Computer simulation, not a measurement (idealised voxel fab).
Process module, titled voxel transistor to metal
Shown is cross-section cut, with a width of 285 nm and square cells of size 5 nm.
Throughout this document, each cross-section is represented as a grid of square cells and is presented as a sequence of bands enumerated from the top downward, where a band comprises one or more rows of cells.
Band: top height; bottom height; in nm. Then, left to right: material with width in nm, for each material. "all across": a single material spanning edge to edge. "empty": empty space.
Counting heights begins at 0, where everything beneath is, in the wafer as received, one material. The lowest band has no bottom; it goes on downwards, as "0 -> down" shows.
Think of "30->40" as a width that walks from the first number to the second as you go down the band, top row to bottom row, taking equal-sized steps from row to row.
"remains unaltered" -> step changed no cross-section cell.
Voids not open to the top, 8 cells minimum: see "Cavities, sealed". Written width x height at distance; distance is from the left edge; nm.
Whatever follows a step's settings on its line is a remark the simulator itself makes about that step.
A step line may carry the setting "overlay nm", which, for steps involving a mask, states the distance by which the mask lay to the right of its intended position; negative values denote displacement to the left.

## Below is the list of planned process steps
1 RECEIVE | material Si
2 OXIDIZE | depth nm 5
3 CONFORMAL_DEP | material SiN | thk nm 10
4 MASKED_ETCH | tone cover | mask id ACTIVE | width nm 100 | pitch nm 130 | etch materials SiN | depth nm 10 | overlay nm 0
5 MASKED_ETCH | tone cover | mask id ACTIVE | width nm 100 | pitch nm 130 | etch materials SiO2 | depth nm 5 | overlay nm 0
6 MASKED_ETCH | tone cover | mask id ACTIVE | width nm 100 | pitch nm 130 | etch materials Si | depth nm 30 | overlay nm 0
7 FILL_DEP | material SiO2 | thk nm 5
8 CMP | height nm 10
9 SELECTIVE_ETCH | etch materials SiO2 | depth nm 5
10 STRIP | etch materials SiN
11 SELECTIVE_ETCH | etch materials SiO2 | depth nm 5
12 OXIDIZE | depth nm 5
13 DIRECTIONAL_DEP | material polySi | thk nm 25
14 DIRECTIONAL_DEP | material SiCN | thk nm 15
15 DIRECTIONAL_DEP | material aC | thk nm 15
16 PATTERN | tone cover | mask id GATE | material resist | width nm 20 | pitch nm 130 | thk nm 35 | overlay nm 0
17 DIRECTIONAL_ETCH | etch materials aC | depth nm 15
18 STRIP | etch materials resist
19 DIRECTIONAL_ETCH | etch materials SiCN | depth nm 25
20 DIRECTIONAL_ETCH | etch materials polySi | depth nm 35
21 STRIP | etch materials aC
22 CONFORMAL_DEP | material SiO2 | thk nm 5
23 DIRECTIONAL_ETCH | etch materials SiO2 | depth nm 5
24 CONFORMAL_DEP | material SiN | thk nm 10
25 DIRECTIONAL_ETCH | etch materials SiN | depth nm 10
26 DIRECTIONAL_ETCH | etch materials SiO2 | depth nm 5
27 EPI | material pSi | thk nm 5
28 FILL_DEP | material SiO2 | thk nm 10
29 CMP | height nm 35
30 DIRECTIONAL_DEP | material SiO2 | thk nm 15
31 PATTERN | tone open | mask id CONTACT | material resist | width nm 15 | pitch nm 65 | thk nm 20 | overlay nm 0
32 DIRECTIONAL_ETCH | etch materials SiO2 | depth nm 55
33 STRIP | etch materials resist
34 CONFORMAL_DEP | material TiN | thk nm 5
35 FILL_DEP | material Ru | thk nm 5
36 CMP | height nm 50
37 CONFORMAL_DEP | material SiCN | thk nm 5
38 DIRECTIONAL_DEP | material lowk | thk nm 20
39 PATTERN | tone open | mask id METAL_1 | material resist | width nm 15 | pitch nm 65 | thk nm 15 | overlay nm 0
40 DIRECTIONAL_ETCH | etch materials lowk | depth nm 20
41 DIRECTIONAL_ETCH | etch materials SiCN | depth nm 5
42 STRIP | etch materials resist
43 CONFORMAL_DEP | material TiN | thk nm 5
44 FILL_DEP | material W | thk nm 10
45 CMP | height nm 75
46 EPI | material Ru | thk nm 5
47 FILL_DEP | material SiCN | thk nm 5

## Delivered wafer in cross-section: state after step 1
  0 -> down = Si all across
  Cavities, sealed: none

## Post-module cross-section of the first of two wafers (run per plan)
  85 -> 80 = SiCN all across
  80 -> 75 = SiCN=30; Ru=25; SiCN=40; Ru=25; SiCN=40; Ru=25; SiCN=40; Ru=25; SiCN=35
  75 -> 55 = lowk=35; TiN=5; W=5; TiN=5; lowk=50; TiN=5; W=5; TiN=5; lowk=50; TiN=5; W=5; TiN=5; lowk=50; TiN=5; W=5; TiN=5; lowk=40
  55 -> 50 = SiCN=35; TiN=15; SiCN=50; TiN=15; SiCN=50; TiN=15; SiCN=50; TiN=15; SiCN=40
  50 -> 35 = SiO2=35; TiN=5; Ru=5; TiN=5; SiO2=50; TiN=5; Ru=5; TiN=5; SiO2=50; TiN=5; Ru=5; TiN=5; SiO2=50; TiN=5; Ru=5; TiN=5; SiO2=40
  35 -> 20 = SiO2=35; TiN=5; Ru=5; TiN=5; SiN=10; SiO2=5; SiCN=20; SiO2=5; SiN=10; TiN=5; Ru=5; TiN=5; SiO2=50; TiN=5; Ru=5; TiN=5; SiN=10; SiO2=5; SiCN=20; SiO2=5; SiN=10; TiN=5; Ru=5; TiN=5; SiO2=40
  20 -> 0 = SiO2=35; TiN=5; Ru=5; TiN=5; SiN=10; SiO2=5; polySi=20; SiO2=5; SiN=10; TiN=5; Ru=5; TiN=5; SiO2=50; TiN=5; Ru=5; TiN=5; SiN=10; SiO2=5; polySi=20; SiO2=5; SiN=10; TiN=5; Ru=5; TiN=5; SiO2=40
  0 -> -5 = SiO2=25; SiN=10; TiN=15; SiN=10; SiO2=5; polySi=20; SiO2=5; SiN=10; TiN=15; SiN=10; SiO2=30; SiN=10; TiN=15; SiN=10; SiO2=5; polySi=20; SiO2=5; SiN=10; TiN=15; SiN=10; SiO2=30
  -5 -> -10 = SiO2=35; pSi=15; SiO2=50; pSi=15; SiO2=50; pSi=15; SiO2=50; pSi=15; SiO2=40
  -10 -> -35 = SiO2=25; Si=100; SiO2=30; Si=100; SiO2=30
  -35 -> down = Si all across
  Cavities, sealed: none

## Second wafer through the module, sectioned at the end: same beginning and same plan as the first wafer, with one mistake in carrying it out
  85 -> 80 = SiCN all across
  80 -> 75 = SiCN=30; Ru=25; SiCN=40; Ru=25; SiCN=40; Ru=25; SiCN=40; Ru=25; SiCN=35
  75 -> 55 = lowk=35; TiN=5; W=5; TiN=5; lowk=50; TiN=5; W=5; TiN=5; lowk=50; TiN=5; W=5; TiN=5; lowk=50; TiN=5; W=5; TiN=5; lowk=40
  55 -> 50 = SiCN=35; TiN=15; SiCN=50; TiN=15; SiCN=50; TiN=15; SiCN=50; TiN=15; SiCN=40
  50 -> 35 = SiO2=35; TiN=5; aC=5; TiN=5; SiO2=50; TiN=5; aC=5; TiN=5; SiO2=50; TiN=5; aC=5; TiN=5; SiO2=50; TiN=5; aC=5; TiN=5; SiO2=40
  35 -> 20 = SiO2=35; TiN=5; aC=5; TiN=5; SiN=10; SiO2=5; SiCN=20; SiO2=5; SiN=10; TiN=5; aC=5; TiN=5; SiO2=50; TiN=5; aC=5; TiN=5; SiN=10; SiO2=5; SiCN=20; SiO2=5; SiN=10; TiN=5; aC=5; TiN=5; SiO2=40
  20 -> 0 = SiO2=35; TiN=5; aC=5; TiN=5; SiN=10; SiO2=5; polySi=20; SiO2=5; SiN=10; TiN=5; aC=5; TiN=5; SiO2=50; TiN=5; aC=5; TiN=5; SiN=10; SiO2=5; polySi=20; SiO2=5; SiN=10; TiN=5; aC=5; TiN=5; SiO2=40
  0 -> -5 = SiO2=25; SiN=10; TiN=15; SiN=10; SiO2=5; polySi=20; SiO2=5; SiN=10; TiN=15; SiN=10; SiO2=30; SiN=10; TiN=15; SiN=10; SiO2=5; polySi=20; SiO2=5; SiN=10; TiN=15; SiN=10; SiO2=30
  -5 -> -10 = SiO2=35; pSi=15; SiO2=50; pSi=15; SiO2=50; pSi=15; SiO2=50; pSi=15; SiO2=40
  -10 -> -35 = SiO2=25; Si=100; SiO2=30; Si=100; SiO2=30
  -35 -> down = Si all across
  Cavities, sealed: none
Processing error: the process deviated at step 35: the operation and settings actually run there were FILL_DEP | material aC | thk nm 5
Wrapping up, a cell-based count of both wafers puts the second over or under the first for these materials: 40 fewer of Ru | 40 more of aC
